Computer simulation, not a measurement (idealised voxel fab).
process module | voxel wiring stack
cross-section cut | 190 nm wide | cells 5 nm
A cross-section is a grid of square cells, given in bands from the top down. A band is one or more rows of cells.
Each band's line starts with the height of the band's top and of its bottom, in nm. Then come its materials from left to right, each with its width in nm. One material with "throughout" fills the band from edge to edge. "air" is empty space.
Height 0 is the level under which the wafer as received is all one material. The lowest band goes on downwards, as in "0 down".
A width such as "30 to 40" changes by the same amount from each row of cells to the next, from the band's top row to its bottom row.
"no change" after a step means that no cell of the cross-section changed.
closed voids: empty space of 8 cells or more with no open way to the top, each as width x height at its distance from the left edge, in nm
after a step's settings: what the simulator itself notes on the step
overlay nm, on a step with a mask: how far to the right of its planned place the mask lay; to the left if negative
plan
1 op RECEIVE | material Si
2 op CONFORMAL_DEP | material SiO2 | thk nm 15
3 op CONFORMAL_DEP | material SiCN | thk nm 5
4 op DIRECTIONAL_DEP | material lowk | thk nm 15
5 op DIRECTIONAL_DEP | material aC | thk nm 15
6 op PATTERN | tone open | mask id METAL_1 | material resist | width nm 20 | pitch nm 35 | thk nm 35 | overlay nm 0
7 op DIRECTIONAL_ETCH | etch materials aC | depth nm 15
8 op STRIP | etch materials resist
9 op DIRECTIONAL_ETCH | etch materials lowk | depth nm 15
10 op DIRECTIONAL_ETCH | etch materials SiCN | depth nm 5
11 op STRIP | etch materials aC
12 op CONFORMAL_DEP | material TiN | thk nm 5
13 op FILL_DEP | material W | thk nm 5
14 op CMP | height nm 35
15 op CONFORMAL_DEP | material SiCN | thk nm 5
16 op DIRECTIONAL_DEP | material lowk | thk nm 15
17 op PATTERN | tone open | mask id PLUG_1 | material resist | width nm 15 | pitch nm 35 | thk nm 15 | overlay nm 0
18 op DIRECTIONAL_ETCH | etch materials lowk | depth nm 15
19 op DIRECTIONAL_ETCH | etch materials SiCN | depth nm 5
20 op STRIP | etch materials resist
21 op EPI | material Ru | thk nm 10
22 op EPI | material Ru | thk nm 10
23 op DIRECTIONAL_DEP | material TiN | thk nm 5
24 op DIRECTIONAL_DEP | material Ru | thk nm 15
25 op MASKED_ETCH | tone cover | mask id METAL_2 | width nm 20 | pitch nm 35 | etch materials Ru | depth nm 15 | overlay nm 0
26 op MASKED_ETCH | tone cover | mask id METAL_2 | width nm 20 | pitch nm 35 | etch materials TiN | depth nm 5 | overlay nm 0
27 op CONFORMAL_DEP | material SiCN | thk nm 5
28 op FILL_DEP | material lowk | thk nm 5
29 op CMP | height nm 75
30 op CONFORMAL_DEP | material SiCN | thk nm 5
31 op DIRECTIONAL_DEP | material lowk | thk nm 30
32 op PATTERN | tone open | mask id METAL_3_HOLES | material resist | width nm 15 | pitch nm 35 | thk nm 15 | overlay nm 0
33 op DIRECTIONAL_ETCH | etch materials lowk | depth nm 30
34 op STRIP | etch materials resist
35 op DIRECTIONAL_DEP | material aC | thk nm 15
36 op PATTERN | tone open | mask id METAL_3 | material resist | width nm 20 | pitch nm 35 | thk nm 35 | overlay nm 0
37 op DIRECTIONAL_ETCH | etch materials aC | depth nm 15
38 op STRIP | etch materials resist
39 op DIRECTIONAL_ETCH | etch materials lowk | depth nm 15
40 op DIRECTIONAL_ETCH | etch materials SiCN | depth nm 5
41 op STRIP | etch materials aC
42 op CONFORMAL_DEP | material TiN | thk nm 5
43 op FILL_DEP | material Ru | thk nm 10
44 op CMP | height nm 110
45 op CONFORMAL_DEP | material SiCN | thk nm 5
as received, after step 1
  0 down: Si throughout
  closed voids: none
a wafer at the end: this start, this plan, one mistake
  115 to 110: SiCN throughout
  110 to 105: TiN 70 | Ru 10 | TiN 25 | Ru 10 | TiN 75
  105 to 95: lowk 65 | TiN 5 | Ru 10 | TiN 5 | lowk 15 | TiN 5 | Ru 10 | TiN 5 | lowk 70
  95 to 90: lowk 65 | TiN 5 | Ru 5 | TiN 10 | lowk 15 | TiN 5 | Ru 5 | TiN 10 | lowk 70
  90 to 80: lowk 65 | TiN 5 | Ru 5 | TiN 5 | lowk 20 | TiN 5 | Ru 5 | TiN 5 | lowk 75
  80 to 75: SiCN 65 | TiN 15 | SiCN 20 | TiN 15 | SiCN 75
  75 to 60: lowk 60 | SiCN 5 | Ru 20 | SiCN 5 | lowk 5 | SiCN 5 | Ru 20 | SiCN 5 | lowk 65
  60 to 55: SiCN 65 | TiN 20 | SiCN 15 | TiN 20 | SiCN 70
  55 to 40: lowk 65 | Ru 15 | lowk 20 | Ru 15 | lowk 75
  40 to 35: SiCN 65 | Ru 15 | SiCN 20 | Ru 15 | SiCN 75
  35 to 20: lowk 65 | TiN 5 | W 10 | TiN 5 | lowk 15 | TiN 5 | W 10 | TiN 5 | lowk 70
  20 to 15: SiCN 65 | TiN 20 | SiCN 15 | TiN 20 | SiCN 70
  15 to 0: SiO2 throughout
  0 down: Si throughout
  closed voids: none
what went wrong: step 31 ran as: op DIRECTIONAL_DEP | material lowk | thk nm 25
